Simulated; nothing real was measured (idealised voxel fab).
Documented hereafter: the process module known as voxel gate over fins.
The cross-section on display is named cut; it measures 250 nm wide, and its cells are 5 nm squares.
How to read a cross-section here: the picture is a grid of square cells, written as bands going from the top down, and any band can span one or more rows of cells. For a band, the entry starts with two heights in nm, that of the top and then that of the bottom, and carries on with the band's materials in order from left to right, each alongside its width in nm; the word "edge to edge" beside a single material means it fills the band edge to edge, and "blank" means empty space. Height reference: 0 = level under which incoming wafer is all one material. Lowest band: no bottom, runs on downward, e.g. "0 nm and below". Width "30..40": first value at the band's top row of cells, second value at its bottom row, equal change from row to row. A step reported as "no change occurred" is a step in which no cell of the cross-section changed. Any empty space of 8 cells or more lacking an open way to the top shows up in "Closed-off voids" as width x height at distance, distance from the left edge, in nm. Where a step's line continues beyond its settings, the continuation is a remark by the simulator itself on that step. overlay nm: mask right of planned place by this much (step with mask). Neg. = left.

Here's what the planned process steps look like
step 1: RECEIVE with material Si
step 2: CONFORMAL_DEP with material SiN, thk nm 10
step 3: PATTERN with tone cover, mask id FINS, material resist, width nm 15, pitch nm 35, thk nm 20, overlay nm 0
step 4: DIRECTIONAL_ETCH with etch materials SiN, depth nm 10
step 5: DIRECTIONAL_ETCH with etch materials Si, depth nm 35
step 6: STRIP with etch materials resist
step 7: FILL_DEP with material SiO2, thk nm 10
step 8: CMP with height nm 10
step 9: SELECTIVE_ETCH with etch materials SiO2, depth nm 25
step 10: STRIP with etch materials SiN
step 11: CONFORMAL_DEP with material HfO2, thk nm 5
step 12: CONFORMAL_DEP with material TiN, thk nm 5
step 13: CONFORMAL_DEP with material TiAl, thk nm 5
step 14: CONFORMAL_DEP with material TiN, thk nm 5
step 15: FILL_DEP with material W, thk nm 10
step 16: CMP with height nm 25
step 17: CONFORMAL_DEP with material SiN, thk nm 5

So this is the incoming wafer in cross-section - it's already been through step 1
	0 nm and below = Si edge to edge
	Closed-off voids: none

Starting wafer: above. Plan: above. Run: one mistake. Cross-section after the module: below
	30 nm to 25 nm = SiN edge to edge
	25 nm to 20 nm = W edge to edge
	20 nm to 15 nm = W=80, TiN=90, W=80
	15 nm to 10 nm = W=80, TiN=5, TiAl=80, TiN=5, W=80
	10 nm to 5 nm = W=80, TiN=5, TiAl=5, TiN=70, TiAl=5, TiN=5, W=80
	5 nm to 0 nm = TiN=85, TiAl=5, TiN=70, TiAl=5, TiN=85
	0 nm to -5 nm = TiAl=90, TiN=10, Si=15, TiN=20, Si=15, TiN=10, TiAl=90
	-5 nm to -15 nm = TiN=100, Si=15, TiN=20, Si=15, TiN=100
	-15 nm to -35 nm = SiO2=100, Si=15, SiO2=20, Si=15, SiO2=100
	-35 nm and below = Si edge to edge
	Closed-off voids: none
Error vs. plan: step 11 did not use the planned setting and instead ran as CONFORMAL_DEP with material TiN, thk nm 5
